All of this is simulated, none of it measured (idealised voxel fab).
Title: Process Module voxel self aligned vias
Pictured: cross-section cut, 200 nm wide, on a grid of 5 nm square cells.
Cross-sections here: square-cell grids, written as top-down lists of bands, a band being one or more rows of cells. It is stipulated that each band's entry specify, in nanometres, the height of the top of the band and then that of its bottom, followed by the materials of the band in left-to-right sequence, each together with its width in nanometres. A single material marked by the word "full width" is understood to fill the band from edge to edge; the word "blank" is understood to denote empty space. Height 0 is the level under which the wafer as received is all one material. The lowest band goes on downwards, as in "from 0 down". Width spec "30 to 40" -> top row of cells at first value, bottom row at second value, equal per-row change in between. Step note "remained unchanged" = no cross-section cell changed. For the entry "Fully enclosed voids", the listed items are empty spaces with no open way to the top whose size is 8 cells or more; each item follows the pattern width x height at distance, where distance is from the left edge and all three are in nm. after a step's settings: what the simulator itself notes on the step. "overlay nm" on a masked step: distance the mask lay right of its planned place, negative for left.
Process steps (planned)
1) RECEIVE (material Si)
2) CONFORMAL_DEP (material SiO2; thk nm 15)
3) CONFORMAL_DEP (material SiCN; thk nm 5)
4) DIRECTIONAL_DEP (material SiO2; thk nm 20)
5) DIRECTIONAL_DEP (material aC; thk nm 10)
6) PATTERN (tone open; mask id LINES; material resist; width nm 20; pitch nm 70; thk nm 25; overlay nm 0)
7) DIRECTIONAL_ETCH (etch materials aC; depth nm 10)
8) STRIP (etch materials resist)
9) DIRECTIONAL_ETCH (etch materials SiO2; depth nm 20)
10) STRIP (etch materials aC)
11) CONFORMAL_DEP (material TiN; thk nm 5)
12) FILL_DEP (material Ru; thk nm 10)
13) CMP (height nm 40)
14) SELECTIVE_ETCH (etch materials W Ru TiN; depth nm 5)
15) FILL_DEP (material SiN; thk nm 10)
16) CMP (height nm 40)
17) DIRECTIONAL_DEP (material SiO2; thk nm 15)
18) MASKED_ETCH (tone open; mask id VIAS; width nm 40; etch materials SiO2; depth nm 15; overlay nm 0)
19) MASKED_ETCH (tone open; mask id VIAS; width nm 40; etch materials SiN; depth nm 5; overlay nm 0)
20) CONFORMAL_DEP (material TiN; thk nm 5)
21) FILL_DEP (material Cu; thk nm 10)
22) CMP (height nm 55)
23) CONFORMAL_DEP (material SiCN; thk nm 5)
Cross-section of the wafer at receipt, which is the condition after step 1
* from 0 down: Si full width
* Fully enclosed voids: none
Run as planned - first of the two wafers cross-sectioned at the end of the module
* from 60 to 55: SiCN full width
* from 55 to 45: SiO2=45 | TiN=5 | Cu=30 | TiN=5 | SiO2=115
* from 45 to 40: SiO2=45 | TiN=15 | Cu=10 | TiN=15 | SiO2=115
* from 40 to 35: SiO2=55 | TiN=20 | SiO2=50 | SiN=20 | SiO2=55
* from 35 to 25: SiO2=55 | TiN=5 | Ru=10 | TiN=5 | SiO2=50 | TiN=5 | Ru=10 | TiN=5 | SiO2=55
* from 25 to 20: SiO2=55 | TiN=20 | SiO2=50 | TiN=20 | SiO2=55
* from 20 to 15: SiCN full width
* from 15 to 0: SiO2 full width
* from 0 down: Si full width
* Fully enclosed voids: none
Here is the second of the two wafers cut open at the end of the module - same start, same plan as the first one, but we made one mistake running it
* from 60 to 55: SiCN full width
* from 55 to 45: SiO2=35 | TiN=5 | Cu=30 | TiN=5 | SiO2=125
* from 45 to 40: SiO2=35 | TiN=25 | Cu=10 | TiN=5 | SiO2=125
* from 40 to 35: SiO2=55 | TiN=20 | SiO2=50 | SiN=20 | SiO2=55
* from 35 to 25: SiO2=55 | TiN=5 | Ru=10 | TiN=5 | SiO2=50 | TiN=5 | Ru=10 | TiN=5 | SiO2=55
* from 25 to 20: SiO2=55 | TiN=20 | SiO2=50 | TiN=20 | SiO2=55
* from 20 to 15: SiCN full width
* from 15 to 0: SiO2 full width
* from 0 down: Si full width
* Fully enclosed voids: none
The mistake made against the process plan was this: step 18 ran differently from the plan; actual operation with settings: MASKED_ETCH (tone open; mask id VIAS; width nm 40; etch materials SiO2; depth nm 15; overlay nm -10)
At the end, each material covers as many cells on the second wafer as it does on the first, though the cells it covers are elsewhere.
